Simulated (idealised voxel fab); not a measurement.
voxel gate over fins: a process module
Shown is cross-section cut, with a width of 260 nm and square cells of size 5 nm.
A cross-section is a grid of square cells, given in bands from the top down. A band is one or more rows of cells.
In this notation a band is specified by the heights of its top and bottom, in that order and in nm, after which its materials appear from left to right, each paired with its width in nm. The word "full width" attached to a single material means that material fills the band from edge to edge; the word "empty" stands for empty space.
Height reference: 0 = level under which incoming wafer is all one material. Lowest band: no bottom, runs on downward, e.g. "0 nm and below".
Width spec "30..40" -> top row of cells at first value, bottom row at second value, equal per-row change in between.
"no alteration", as given for a step, is the statement that not any cell of the cross-section underwent a change during that step.
Voids not open to the top, 8 cells minimum: see "Closed cavities". Written width x height at distance; distance is from the left edge; nm.
Where a step's line continues beyond its settings, the continuation is a remark by the simulator itself on that step.
"overlay nm", when on a step's line for a step with a mask, measures how far to the right of its planned place the mask lay; a negative measure means to the left.
THE FOLLOWING LIST GIVES THE PLANNED PROCESS STEPS
1. RECEIVE (material Si)
2. CONFORMAL_DEP (material SiN; thk nm 5)
3. PATTERN (tone cover; mask id FINS; material resist; width nm 15; pitch nm 60; thk nm 20; overlay nm 0)
4. DIRECTIONAL_ETCH (etch materials SiN; depth nm 5)
5. DIRECTIONAL_ETCH (etch materials Si; depth nm 40)
6. STRIP (etch materials resist)
7. OXIDIZE (depth nm 5)
8. FILL_DEP (material SiO2; thk nm 10)
9. CMP (height nm 5)
10. PATTERN (tone open; mask id RAIL; material resist; width nm 15; thk nm 15; overlay nm 0)
11. DIRECTIONAL_ETCH (etch materials SiO2; depth nm 40)
12. STRIP (etch materials resist)
13. CONFORMAL_DEP (material TiN; thk nm 5)
14. FILL_DEP (material Ru; thk nm 5)
15. CMP (height nm 5)
16. SELECTIVE_ETCH (etch materials W Ru TiN; depth nm 30)
17. FILL_DEP (material SiO2; thk nm 5)
18. CMP (height nm 5)
19. SELECTIVE_ETCH (etch materials SiO2; depth nm 20)
20. STRIP (etch materials SiN)
21. CONFORMAL_DEP (material HfO2; thk nm 5)
22. CONFORMAL_DEP (material TiN; thk nm 5)
23. CONFORMAL_DEP (material TiAl; thk nm 5)
24. CONFORMAL_DEP (material TiN; thk nm 5)
25. FILL_DEP (material W; thk nm 15)
26. CMP (height nm 30)
27. CONFORMAL_DEP (material SiCN; thk nm 10)
THE FOLLOWING PERTAINS TO THE FIRST OF TWO WAFERS, WHICH WAS PROCESSED AS PLANNED
CROSS-SECTIONAL VIEW OF THE WAFER IN ITS AS-RECEIVED CONDITION, CORRESPONDING TO THE STATE AFTER STEP 1
> 0 nm and below  Si full width
> Closed cavities: none
STEP 2 DONE - WAFER CROSS-SECTION
> 5 nm to 0 nm  SiN full width
> For the remainder of the cross-section, below 0, there is no change.
STEP 3 DONE - WAFER CROSS-SECTION
> 25 nm to 5 nm  60 nm empty / 15 nm resist / 45 nm empty / 15 nm resist / 45 nm empty / 15 nm resist / 65 nm empty
> For the remainder of the cross-section, below 5, there is no change.
STEP 4 DONE - WAFER CROSS-SECTION
> 25 nm to 5 nm  60 nm empty / 15 nm resist / 45 nm empty / 15 nm resist / 45 nm empty / 15 nm resist / 65 nm empty
> 5 nm to 0 nm  60 nm empty / 15 nm SiN / 45 nm empty / 15 nm SiN / 45 nm empty / 15 nm SiN / 65 nm empty
> For the remainder of the cross-section, below 0, there is no change.
STEP 5 DONE - WAFER CROSS-SECTION
> 25 nm to 5 nm  60 nm empty / 15 nm resist / 45 nm empty / 15 nm resist / 45 nm empty / 15 nm resist / 65 nm empty
> 5 nm to 0 nm  60 nm empty / 15 nm SiN / 45 nm empty / 15 nm SiN / 45 nm empty / 15 nm SiN / 65 nm empty
> 0 nm to -40 nm  60 nm empty / 15 nm Si / 45 nm empty / 15 nm Si / 45 nm empty / 15 nm Si / 65 nm empty
> For the remainder of the cross-section, below -40, there is no change.
STEP 6 DONE - WAFER CROSS-SECTION
> 5 nm to 0 nm  60 nm empty / 15 nm SiN / 45 nm empty / 15 nm SiN / 45 nm empty / 15 nm SiN / 65 nm empty
> For the remainder of the cross-section, below 0, there is no change.
STEP 7 DONE - WAFER CROSS-SECTION
> 5 nm to 0 nm  60 nm empty / 15 nm SiN / 45 nm empty / 15 nm SiN / 45 nm empty / 15 nm SiN / 65 nm empty
> 0 nm to -40 nm  60 nm empty / 5 nm SiO2 / 5 nm Si / 5 nm SiO2 / 45 nm empty / 5 nm SiO2 / 5 nm Si / 5 nm SiO2 / 45 nm empty / 5 nm SiO2 / 5 nm Si / 5 nm SiO2 / 65 nm empty
> -40 nm to -45 nm  65 nm SiO2 / 5 nm Si / 55 nm SiO2 / 5 nm Si / 55 nm SiO2 / 5 nm Si / 70 nm SiO2
> For the remainder of the cross-section, below -45, there is no change.
STEP 8 DONE - WAFER CROSS-SECTION
> 15 nm to 5 nm  SiO2 full width
> 5 nm to 0 nm  60 nm SiO2 / 15 nm SiN / 45 nm SiO2 / 15 nm SiN / 45 nm SiO2 / 15 nm SiN / 65 nm SiO2
> 0 nm to -45 nm  65 nm SiO2 / 5 nm Si / 55 nm SiO2 / 5 nm Si / 55 nm SiO2 / 5 nm Si / 70 nm SiO2
> For the remainder of the cross-section, below -45, there is no change.
STEP 9 DONE - WAFER CROSS-SECTION
> 5 nm to 0 nm  60 nm SiO2 / 15 nm SiN / 45 nm SiO2 / 15 nm SiN / 45 nm SiO2 / 15 nm SiN / 65 nm SiO2
> For the remainder of the cross-section, below 0, there is no change.
STEP 10 DONE - WAFER CROSS-SECTION
> 20 nm to 5 nm  90 nm resist / 15 nm empty / 155 nm resist
> For the remainder of the cross-section, below 5, there is no change.
STEP 11 DONE - WAFER CROSS-SECTION
> 20 nm to 5 nm  90 nm resist / 15 nm empty / 155 nm resist
> 5 nm to 0 nm  60 nm SiO2 / 15 nm SiN / 15 nm SiO2 / 15 nm empty / 15 nm SiO2 / 15 nm SiN / 45 nm SiO2 / 15 nm SiN / 65 nm SiO2
> 0 nm to -35 nm  65 nm SiO2 / 5 nm Si / 20 nm SiO2 / 15 nm empty / 20 nm SiO2 / 5 nm Si / 55 nm SiO2 / 5 nm Si / 70 nm SiO2
> For the remainder of the cross-section, below -35, there is no change.
STEP 12 DONE - WAFER CROSS-SECTION
> 5 nm to 0 nm  60 nm SiO2 / 15 nm SiN / 15 nm SiO2 / 15 nm empty / 15 nm SiO2 / 15 nm SiN / 45 nm SiO2 / 15 nm SiN / 65 nm SiO2
> For the remainder of the cross-section, below 0, there is no change.
STEP 13 DONE - WAFER CROSS-SECTION
> 10 nm to 5 nm  95 nm TiN / 5 nm empty / 160 nm TiN
> 5 nm to 0 nm  60 nm SiO2 / 15 nm SiN / 15 nm SiO2 / 5 nm TiN / 5 nm empty / 5 nm TiN / 15 nm SiO2 / 15 nm SiN / 45 nm SiO2 / 15 nm SiN / 65 nm SiO2
> 0 nm to -30 nm  65 nm SiO2 / 5 nm Si / 20 nm SiO2 / 5 nm TiN / 5 nm empty / 5 nm TiN / 20 nm SiO2 / 5 nm Si / 55 nm SiO2 / 5 nm Si / 70 nm SiO2
> -30 nm to -35 nm  65 nm SiO2 / 5 nm Si / 20 nm SiO2 / 15 nm TiN / 20 nm SiO2 / 5 nm Si / 55 nm SiO2 / 5 nm Si / 70 nm SiO2
> For the remainder of the cross-section, below -35, there is no change.
STEP 14 DONE - WAFER CROSS-SECTION
> 15 nm to 10 nm  Ru full width
> 10 nm to 5 nm  95 nm TiN / 5 nm Ru / 160 nm TiN
> 5 nm to 0 nm  60 nm SiO2 / 15 nm SiN / 15 nm SiO2 / 5 nm TiN / 5 nm Ru / 5 nm TiN / 15 nm SiO2 / 15 nm SiN / 45 nm SiO2 / 15 nm SiN / 65 nm SiO2
> 0 nm to -30 nm  65 nm SiO2 / 5 nm Si / 20 nm SiO2 / 5 nm TiN / 5 nm Ru / 5 nm TiN / 20 nm SiO2 / 5 nm Si / 55 nm SiO2 / 5 nm Si / 70 nm SiO2
> For the remainder of the cross-section, below -30, there is no change.
STEP 15 DONE - WAFER CROSS-SECTION
> 5 nm to 0 nm  60 nm SiO2 / 15 nm SiN / 15 nm SiO2 / 5 nm TiN / 5 nm Ru / 5 nm TiN / 15 nm SiO2 / 15 nm SiN / 45 nm SiO2 / 15 nm SiN / 65 nm SiO2
> For the remainder of the cross-section, below 0, there is no change.
STEP 16 DONE - WAFER CROSS-SECTION
> 5 nm to 0 nm  60 nm SiO2 / 15 nm SiN / 15 nm SiO2 / 15 nm empty / 15 nm SiO2 / 15 nm SiN / 45 nm SiO2 / 15 nm SiN / 65 nm SiO2
> 0 nm to -25 nm  65 nm SiO2 / 5 nm Si / 20 nm SiO2 / 15 nm empty / 20 nm SiO2 / 5 nm Si / 55 nm SiO2 / 5 nm Si / 70 nm SiO2
> For the remainder of the cross-section, below -25, there is no change.
STEP 17 DONE - WAFER CROSS-SECTION
> 10 nm to 5 nm  SiO2 full width
> 5 nm to 0 nm  60 nm SiO2 / 15 nm SiN / 45 nm SiO2 / 15 nm SiN / 45 nm SiO2 / 15 nm SiN / 65 nm SiO2
> 0 nm to -25 nm  65 nm SiO2 / 5 nm Si / 55 nm SiO2 / 5 nm Si / 55 nm SiO2 / 5 nm Si / 70 nm SiO2
> For the remainder of the cross-section, below -25, there is no change.
STEP 18 DONE - WAFER CROSS-SECTION
> 5 nm to 0 nm  60 nm SiO2 / 15 nm SiN / 45 nm SiO2 / 15 nm SiN / 45 nm SiO2 / 15 nm SiN / 65 nm SiO2
> For the remainder of the cross-section, below 0, there is no change.
STEP 19 DONE - WAFER CROSS-SECTION
> 5 nm to 0 nm  60 nm empty / 15 nm SiN / 45 nm empty / 15 nm SiN / 45 nm empty / 15 nm SiN / 65 nm empty
> 0 nm to -15 nm  65 nm empty / 5 nm Si / 55 nm empty / 5 nm Si / 55 nm empty / 5 nm Si / 70 nm empty
> For the remainder of the cross-section, below -15, there is no change.
STEP 20 DONE - WAFER CROSS-SECTION
> 0 nm to -15 nm  65 nm empty / 5 nm Si / 55 nm empty / 5 nm Si / 55 nm empty / 5 nm Si / 70 nm empty
> For the remainder of the cross-section, below -15, there is no change.
STEP 21 DONE - WAFER CROSS-SECTION
> 5 nm to 0 nm  60 nm empty / 15 nm HfO2 / 45 nm empty / 15 nm HfO2 / 45 nm empty / 15 nm HfO2 / 65 nm empty
> 0 nm to -10 nm  60 nm empty / 5 nm HfO2 / 5 nm Si / 5 nm HfO2 / 45 nm empty / 5 nm HfO2 / 5 nm Si / 5 nm HfO2 / 45 nm empty / 5 nm HfO2 / 5 nm Si / 5 nm HfO2 / 65 nm empty
> -10 nm to -15 nm  65 nm HfO2 / 5 nm Si / 55 nm HfO2 / 5 nm Si / 55 nm HfO2 / 5 nm Si / 70 nm HfO2
> For the remainder of the cross-section, below -15, there is no change.
STEP 22 DONE - WAFER CROSS-SECTION
> 10 nm to 5 nm  55 nm empty / 25 nm TiN / 35 nm empty / 25 nm TiN / 35 nm empty / 25 nm TiN / 60 nm empty
> 5 nm to 0 nm  55 nm empty / 5 nm TiN / 15 nm HfO2 / 5 nm TiN / 35 nm empty / 5 nm TiN / 15 nm HfO2 / 5 nm TiN / 35 nm empty / 5 nm TiN / 15 nm HfO2 / 5 nm TiN / 60 nm empty
> 0 nm to -5 nm  55 nm empty / 5 nm TiN / 5 nm HfO2 / 5 nm Si / 5 nm HfO2 / 5 nm TiN / 35 nm empty / 5 nm TiN / 5 nm HfO2 / 5 nm Si / 5 nm HfO2 / 5 nm TiN / 35 nm empty / 5 nm TiN / 5 nm HfO2 / 5 nm Si / 5 nm HfO2 / 5 nm TiN / 60 nm empty
> -5 nm to -10 nm  60 nm TiN / 5 nm HfO2 / 5 nm Si / 5 nm HfO2 / 45 nm TiN / 5 nm HfO2 / 5 nm Si / 5 nm HfO2 / 45 nm TiN / 5 nm HfO2 / 5 nm Si / 5 nm HfO2 / 65 nm TiN
> For the remainder of the cross-section, below -10, there is no change.
STEP 23 DONE - WAFER CROSS-SECTION
> 15 nm to 10 nm  50 nm empty / 35 nm TiAl / 25 nm empty / 35 nm TiAl / 25 nm empty / 35 nm TiAl / 55 nm empty
> 10 nm to 5 nm  50 nm empty / 5 nm TiAl / 25 nm TiN / 5 nm TiAl / 25 nm empty / 5 nm TiAl / 25 nm TiN / 5 nm TiAl / 25 nm empty / 5 nm TiAl / 25 nm TiN / 5 nm TiAl / 55 nm empty
> 5 nm to 0 nm  50 nm empty / 5 nm TiAl / 5 nm TiN / 15 nm HfO2 / 5 nm TiN / 5 nm TiAl / 25 nm empty / 5 nm TiAl / 5 nm TiN / 15 nm HfO2 / 5 nm TiN / 5 nm TiAl / 25 nm empty / 5 nm TiAl / 5 nm TiN / 15 nm HfO2 / 5 nm TiN / 5 nm TiAl / 55 nm empty
> 0 nm to -5 nm  55 nm TiAl / 5 nm TiN / 5 nm HfO2 / 5 nm Si / 5 nm HfO2 / 5 nm TiN / 35 nm TiAl / 5 nm TiN / 5 nm HfO2 / 5 nm Si / 5 nm HfO2 / 5 nm TiN / 35 nm TiAl / 5 nm TiN / 5 nm HfO2 / 5 nm Si / 5 nm HfO2 / 5 nm TiN / 60 nm TiAl
> For the remainder of the cross-section, below -5, there is no change.
STEP 24 DONE - WAFER CROSS-SECTION
> 20 nm to 15 nm  45 nm empty / 45 nm TiN / 15 nm empty / 45 nm TiN / 15 nm empty / 45 nm TiN / 50 nm empty
> 15 nm to 10 nm  45 nm empty / 5 nm TiN / 35 nm TiAl / 5 nm TiN / 15 nm empty / 5 nm TiN / 35 nm TiAl / 5 nm TiN / 15 nm empty / 5 nm TiN / 35 nm TiAl / 5 nm TiN / 50 nm empty
> 10 nm to 5 nm  45 nm empty / 5 nm TiN / 5 nm TiAl / 25 nm TiN / 5 nm TiAl / 5 nm TiN / 15 nm empty / 5 nm TiN / 5 nm TiAl / 25 nm TiN / 5 nm TiAl / 5 nm TiN / 15 nm empty / 5 nm TiN / 5 nm TiAl / 25 nm TiN / 5 nm TiAl / 5 nm TiN / 50 nm empty
> 5 nm to 0 nm  50 nm TiN / 5 nm TiAl / 5 nm TiN / 15 nm HfO2 / 5 nm TiN / 5 nm TiAl / 25 nm TiN / 5 nm TiAl / 5 nm TiN / 15 nm HfO2 / 5 nm TiN / 5 nm TiAl / 25 nm TiN / 5 nm TiAl / 5 nm TiN / 15 nm HfO2 / 5 nm TiN / 5 nm TiAl / 55 nm TiN
> For the remainder of the cross-section, below 0, there is no change.
STEP 25 DONE - WAFER CROSS-SECTION
> 35 nm to 20 nm  W full width
> 20 nm to 15 nm  45 nm W / 45 nm TiN / 15 nm W / 45 nm TiN / 15 nm W / 45 nm TiN / 50 nm W
> 15 nm to 10 nm  45 nm W / 5 nm TiN / 35 nm TiAl / 5 nm TiN / 15 nm W / 5 nm TiN / 35 nm TiAl / 5 nm TiN / 15 nm W / 5 nm TiN / 35 nm TiAl / 5 nm TiN / 50 nm W
> 10 nm to 5 nm  45 nm W / 5 nm TiN / 5 nm TiAl / 25 nm TiN / 5 nm TiAl / 5 nm TiN / 15 nm W / 5 nm TiN / 5 nm TiAl / 25 nm TiN / 5 nm TiAl / 5 nm TiN / 15 nm W / 5 nm TiN / 5 nm TiAl / 25 nm TiN / 5 nm TiAl / 5 nm TiN / 50 nm W
> For the remainder of the cross-section, below 5, there is no change.
STEP 26 DONE - WAFER CROSS-SECTION
> 30 nm to 20 nm  W full width
> For the remainder of the cross-section, below 20, there is no change.
STEP 27 DONE - WAFER CROSS-SECTION
> 40 nm to 30 nm  SiCN full width
> For the remainder of the cross-section, below 30, there is no change.
REGARDING THE SECOND OF THE TWO WAFERS: IT SHARED THE FIRST WAFER'S STARTING CONDITION AND PROCESS PLAN, YET ONE ERROR OCCURRED DURING ITS EXECUTION. ITS HISTORY COINCIDES WITH THAT OF THE FIRST WAFER UP TO AND INCLUDING STEP 9
X-SECTION, SECOND WAFER, WHEN STEP 10 WAS DUE TO FINISH
> 20 nm to 5 nm  95 nm resist / 15 nm empty / 150 nm resist
> For the remainder of the cross-section, below 5, there is no change.
X-SECTION, SECOND WAFER, WHEN STEP 11 WAS DUE TO FINISH
> 20 nm to 5 nm  95 nm resist / 15 nm empty / 150 nm resist
> 5 nm to 0 nm  60 nm SiO2 / 15 nm SiN / 20 nm SiO2 / 15 nm empty / 10 nm SiO2 / 15 nm SiN / 45 nm SiO2 / 15 nm SiN / 65 nm SiO2
> 0 nm to -35 nm  65 nm SiO2 / 5 nm Si / 25 nm SiO2 / 15 nm empty / 15 nm SiO2 / 5 nm Si / 55 nm SiO2 / 5 nm Si / 70 nm SiO2
> For the remainder of the cross-section, below -35, there is no change.
X-SECTION, SECOND WAFER, WHEN STEP 12 WAS DUE TO FINISH
> 5 nm to 0 nm  60 nm SiO2 / 15 nm SiN / 20 nm SiO2 / 15 nm empty / 10 nm SiO2 / 15 nm SiN / 45 nm SiO2 / 15 nm SiN / 65 nm SiO2
> For the remainder of the cross-section, below 0, there is no change.
X-SECTION, SECOND WAFER, WHEN STEP 13 WAS DUE TO FINISH
> 10 nm to 5 nm  100 nm TiN / 5 nm empty / 155 nm TiN
> 5 nm to 0 nm  60 nm SiO2 / 15 nm SiN / 20 nm SiO2 / 5 nm TiN / 5 nm empty / 5 nm TiN / 10 nm SiO2 / 15 nm SiN / 45 nm SiO2 / 15 nm SiN / 65 nm SiO2
> 0 nm to -30 nm  65 nm SiO2 / 5 nm Si / 25 nm SiO2 / 5 nm TiN / 5 nm empty / 5 nm TiN / 15 nm SiO2 / 5 nm Si / 55 nm SiO2 / 5 nm Si / 70 nm SiO2
> -30 nm to -35 nm  65 nm SiO2 / 5 nm Si / 25 nm SiO2 / 15 nm TiN / 15 nm SiO2 / 5 nm Si / 55 nm SiO2 / 5 nm Si / 70 nm SiO2
> For the remainder of the cross-section, below -35, there is no change.
X-SECTION, SECOND WAFER, WHEN STEP 14 WAS DUE TO FINISH
> 15 nm to 10 nm  Ru full width
> 10 nm to 5 nm  100 nm TiN / 5 nm Ru / 155 nm TiN
> 5 nm to 0 nm  60 nm SiO2 / 15 nm SiN / 20 nm SiO2 / 5 nm TiN / 5 nm Ru / 5 nm TiN / 10 nm SiO2 / 15 nm SiN / 45 nm SiO2 / 15 nm SiN / 65 nm SiO2
> 0 nm to -30 nm  65 nm SiO2 / 5 nm Si / 25 nm SiO2 / 5 nm TiN / 5 nm Ru / 5 nm TiN / 15 nm SiO2 / 5 nm Si / 55 nm SiO2 / 5 nm Si / 70 nm SiO2
> For the remainder of the cross-section, below -30, there is no change.
X-SECTION, SECOND WAFER, WHEN STEP 15 WAS DUE TO FINISH
> 5 nm to 0 nm  60 nm SiO2 / 15 nm SiN / 20 nm SiO2 / 5 nm TiN / 5 nm Ru / 5 nm TiN / 10 nm SiO2 / 15 nm SiN / 45 nm SiO2 / 15 nm SiN / 65 nm SiO2
> For the remainder of the cross-section, below 0, there is no change.
X-SECTION, SECOND WAFER, WHEN STEP 16 WAS DUE TO FINISH
> 5 nm to 0 nm  60 nm SiO2 / 15 nm SiN / 20 nm SiO2 / 15 nm empty / 10 nm SiO2 / 15 nm SiN / 45 nm SiO2 / 15 nm SiN / 65 nm SiO2
> 0 nm to -25 nm  65 nm SiO2 / 5 nm Si / 25 nm SiO2 / 15 nm empty / 15 nm SiO2 / 5 nm Si / 55 nm SiO2 / 5 nm Si / 70 nm SiO2
> For the remainder of the cross-section, below -25, there is no change.
X-SECTION, SECOND WAFER, WHEN STEP 17 WAS DUE TO FINISH
> 10 nm to 5 nm  SiO2 full width
> 5 nm to 0 nm  60 nm SiO2 / 15 nm SiN / 45 nm SiO2 / 15 nm SiN / 45 nm SiO2 / 15 nm SiN / 65 nm SiO2
> 0 nm to -25 nm  65 nm SiO2 / 5 nm Si / 55 nm SiO2 / 5 nm Si / 55 nm SiO2 / 5 nm Si / 70 nm SiO2
> For the remainder of the cross-section, below -25, there is no change.
X-SECTION, SECOND WAFER, WHEN STEP 18 WAS DUE TO FINISH
> 5 nm to 0 nm  60 nm SiO2 / 15 nm SiN / 45 nm SiO2 / 15 nm SiN / 45 nm SiO2 / 15 nm SiN / 65 nm SiO2
> For the remainder of the cross-section, below 0, there is no change.
X-SECTION, SECOND WAFER, WHEN STEP 19 WAS DUE TO FINISH
> 5 nm to 0 nm  60 nm empty / 15 nm SiN / 45 nm empty / 15 nm SiN / 45 nm empty / 15 nm SiN / 65 nm empty
> 0 nm to -15 nm  65 nm empty / 5 nm Si / 55 nm empty / 5 nm Si / 55 nm empty / 5 nm Si / 70 nm empty
> For the remainder of the cross-section, below -15, there is no change.
X-SECTION, SECOND WAFER, WHEN STEP 20 WAS DUE TO FINISH
> 0 nm to -15 nm  65 nm empty / 5 nm Si / 55 nm empty / 5 nm Si / 55 nm empty / 5 nm Si / 70 nm empty
> For the remainder of the cross-section, below -15, there is no change.
X-SECTION, SECOND WAFER, WHEN STEP 21 WAS DUE TO FINISH
> 5 nm to 0 nm  60 nm empty / 15 nm HfO2 / 45 nm empty / 15 nm HfO2 / 45 nm empty / 15 nm HfO2 / 65 nm empty
> 0 nm to -10 nm  60 nm empty / 5 nm HfO2 / 5 nm Si / 5 nm HfO2 / 45 nm empty / 5 nm HfO2 / 5 nm Si / 5 nm HfO2 / 45 nm empty / 5 nm HfO2 / 5 nm Si / 5 nm HfO2 / 65 nm empty
> -10 nm to -15 nm  65 nm HfO2 / 5 nm Si / 55 nm HfO2 / 5 nm Si / 55 nm HfO2 / 5 nm Si / 70 nm HfO2
> For the remainder of the cross-section, below -15, there is no change.
X-SECTION, SECOND WAFER, WHEN STEP 22 WAS DUE TO FINISH
> 10 nm to 5 nm  55 nm empty / 25 nm TiN / 35 nm empty / 25 nm TiN / 35 nm empty / 25 nm TiN / 60 nm empty
> 5 nm to 0 nm  55 nm empty / 5 nm TiN / 15 nm HfO2 / 5 nm TiN / 35 nm empty / 5 nm TiN / 15 nm HfO2 / 5 nm TiN / 35 nm empty / 5 nm TiN / 15 nm HfO2 / 5 nm TiN / 60 nm empty
> 0 nm to -5 nm  55 nm empty / 5 nm TiN / 5 nm HfO2 / 5 nm Si / 5 nm HfO2 / 5 nm TiN / 35 nm empty / 5 nm TiN / 5 nm HfO2 / 5 nm Si / 5 nm HfO2 / 5 nm TiN / 35 nm empty / 5 nm TiN / 5 nm HfO2 / 5 nm Si / 5 nm HfO2 / 5 nm TiN / 60 nm empty
> -5 nm to -10 nm  60 nm TiN / 5 nm HfO2 / 5 nm Si / 5 nm HfO2 / 45 nm TiN / 5 nm HfO2 / 5 nm Si / 5 nm HfO2 / 45 nm TiN / 5 nm HfO2 / 5 nm Si / 5 nm HfO2 / 65 nm TiN
> For the remainder of the cross-section, below -10, there is no change.
X-SECTION, SECOND WAFER, WHEN STEP 23 WAS DUE TO FINISH
> 15 nm to 10 nm  50 nm empty / 35 nm TiAl / 25 nm empty / 35 nm TiAl / 25 nm empty / 35 nm TiAl / 55 nm empty
> 10 nm to 5 nm  50 nm empty / 5 nm TiAl / 25 nm TiN / 5 nm TiAl / 25 nm empty / 5 nm TiAl / 25 nm TiN / 5 nm TiAl / 25 nm empty / 5 nm TiAl / 25 nm TiN / 5 nm TiAl / 55 nm empty
> 5 nm to 0 nm  50 nm empty / 5 nm TiAl / 5 nm TiN / 15 nm HfO2 / 5 nm TiN / 5 nm TiAl / 25 nm empty / 5 nm TiAl / 5 nm TiN / 15 nm HfO2 / 5 nm TiN / 5 nm TiAl / 25 nm empty / 5 nm TiAl / 5 nm TiN / 15 nm HfO2 / 5 nm TiN / 5 nm TiAl / 55 nm empty
> 0 nm to -5 nm  55 nm TiAl / 5 nm TiN / 5 nm HfO2 / 5 nm Si / 5 nm HfO2 / 5 nm TiN / 35 nm TiAl / 5 nm TiN / 5 nm HfO2 / 5 nm Si / 5 nm HfO2 / 5 nm TiN / 35 nm TiAl / 5 nm TiN / 5 nm HfO2 / 5 nm Si / 5 nm HfO2 / 5 nm TiN / 60 nm TiAl
> For the remainder of the cross-section, below -5, there is no change.
X-SECTION, SECOND WAFER, WHEN STEP 24 WAS DUE TO FINISH
> 20 nm to 15 nm  45 nm empty / 45 nm TiN / 15 nm empty / 45 nm TiN / 15 nm empty / 45 nm TiN / 50 nm empty
> 15 nm to 10 nm  45 nm empty / 5 nm TiN / 35 nm TiAl / 5 nm TiN / 15 nm empty / 5 nm TiN / 35 nm TiAl / 5 nm TiN / 15 nm empty / 5 nm TiN / 35 nm TiAl / 5 nm TiN / 50 nm empty
> 10 nm to 5 nm  45 nm empty / 5 nm TiN / 5 nm TiAl / 25 nm TiN / 5 nm TiAl / 5 nm TiN / 15 nm empty / 5 nm TiN / 5 nm TiAl / 25 nm TiN / 5 nm TiAl / 5 nm TiN / 15 nm empty / 5 nm TiN / 5 nm TiAl / 25 nm TiN / 5 nm TiAl / 5 nm TiN / 50 nm empty
> 5 nm to 0 nm  50 nm TiN / 5 nm TiAl / 5 nm TiN / 15 nm HfO2 / 5 nm TiN / 5 nm TiAl / 25 nm TiN / 5 nm TiAl / 5 nm TiN / 15 nm HfO2 / 5 nm TiN / 5 nm TiAl / 25 nm TiN / 5 nm TiAl / 5 nm TiN / 15 nm HfO2 / 5 nm TiN / 5 nm TiAl / 55 nm TiN
> For the remainder of the cross-section, below 0, there is no change.
X-SECTION, SECOND WAFER, WHEN STEP 25 WAS DUE TO FINISH
> 35 nm to 20 nm  W full width
> 20 nm to 15 nm  45 nm W / 45 nm TiN / 15 nm W / 45 nm TiN / 15 nm W / 45 nm TiN / 50 nm W
> 15 nm to 10 nm  45 nm W / 5 nm TiN / 35 nm TiAl / 5 nm TiN / 15 nm W / 5 nm TiN / 35 nm TiAl / 5 nm TiN / 15 nm W / 5 nm TiN / 35 nm TiAl / 5 nm TiN / 50 nm W
> 10 nm to 5 nm  45 nm W / 5 nm TiN / 5 nm TiAl / 25 nm TiN / 5 nm TiAl / 5 nm TiN / 15 nm W / 5 nm TiN / 5 nm TiAl / 25 nm TiN / 5 nm TiAl / 5 nm TiN / 15 nm W / 5 nm TiN / 5 nm TiAl / 25 nm TiN / 5 nm TiAl / 5 nm TiN / 50 nm W
> For the remainder of the cross-section, below 5, there is no change.
X-SECTION, SECOND WAFER, WHEN STEP 26 WAS DUE TO FINISH
> 30 nm to 20 nm  W full width
> For the remainder of the cross-section, below 20, there is no change.
X-SECTION, SECOND WAFER, WHEN STEP 27 WAS DUE TO FINISH
> 40 nm to 30 nm  SiCN full width
> For the remainder of the cross-section, below 30, there is no change.
Run error: step 10 was run on a setting that differed from the plan, and what really ran there is PATTERN (tone open; mask id RAIL; material resist; width nm 15; thk nm 15; overlay nm 5)
Final state: per-material cell counts identical on both wafers; locations differ.
